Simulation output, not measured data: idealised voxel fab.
This is a process module. Its name is voxel ribs on slabs.
The width of the displayed cross-section, cut, is 265 nm; its cells are square, with a size of 5 nm.
Format of a cross-section: grid, square cells. Given as bands. Order: top down. Band: one or more rows of cells.
For a band, the entry starts with two heights in nm, that of the top and then that of the bottom, and carries on with the band's materials in order from left to right, each alongside its width in nm; the word "throughout" beside a single material means it fills the band edge to edge, and "empty" means empty space.
Beneath 0, the wafer as received is one material, and that level is where height counting begins. The lowest band goes on downward without a bottom; it is written like "0..down".
The notation "30 to 40" denotes a width that varies across the rows of cells in the band, beginning at the first number in the top row, finishing at the second number in the bottom row, and changing by an identical amount from each row to the next.
You'll sometimes find "nothing got changed" written for a step, and that's the way of saying that nowhere in the cross-section did a cell change during that step.
"Enclosed empty spaces" specifies each empty space that is not open to the top and that occupies no fewer than 8 cells, using the form width x height at distance, the distance measured from the left edge and all three quantities in nm.
Anything after a step's settings on that line? It's the simulator's own note about the step.
"overlay nm" on a masked step: distance the mask lay right of its planned place, negative for left.
### List of planned process steps
| 1 | RECEIVE,material Si |
| 2 | DIRECTIONAL_DEP,material SiO2,thk nm 20 |
| 3 | DIRECTIONAL_DEP,material SiN,thk nm 25 |
| 4 | PATTERN,tone cover,mask id RIB,material resist,width nm 15,thk nm 15,overlay nm 0 |
| 5 | DIRECTIONAL_ETCH,etch materials SiN,depth nm 15 |
| 6 | STRIP,etch materials resist |
| 7 | MASKED_ETCH,tone cover,mask id SLAB,width nm 65,etch materials SiN,depth nm 10,overlay nm 0 |
| 8 | FILL_DEP,material SiO2,thk nm 30 |
| 9 | CMP,height nm 65 |
| 10 | DIRECTIONAL_DEP,material W,thk nm 5 |
| 11 | DIRECTIONAL_DEP,material aC,thk nm 10 |
| 12 | PATTERN,tone cover,mask id HEATER,material resist,width nm 25,thk nm 25,overlay nm 0 |
| 13 | DIRECTIONAL_ETCH,etch materials aC,depth nm 10 |
| 14 | STRIP,etch materials resist |
| 15 | DIRECTIONAL_ETCH,etch materials W,depth nm 5 |
| 16 | STRIP,etch materials aC |
| 17 | CONFORMAL_DEP,material SiN,thk nm 10 |
### Delivered wafer in cross-section: state after step 1
    0..down | Si throughout
    Enclosed empty spaces: none
### a wafer at the end: this start, this plan, one mistake
    80..75 | empty (110) / SiN (45) / empty (110)
    75..70 | SiN throughout
    70..65 | SiN (120) / W (25) / SiN (120)
    65..45 | SiO2 throughout
    45..30 | SiO2 (125) / SiN (15) / SiO2 (125)
    30..20 | SiO2 (100) / SiN (65) / SiO2 (100)
    20..0 | W throughout
    0..down | Si throughout
    Enclosed empty spaces: none
Error vs. plan: step 2 deviated from plan and actually ran as DIRECTIONAL_DEP,material W,thk nm 20
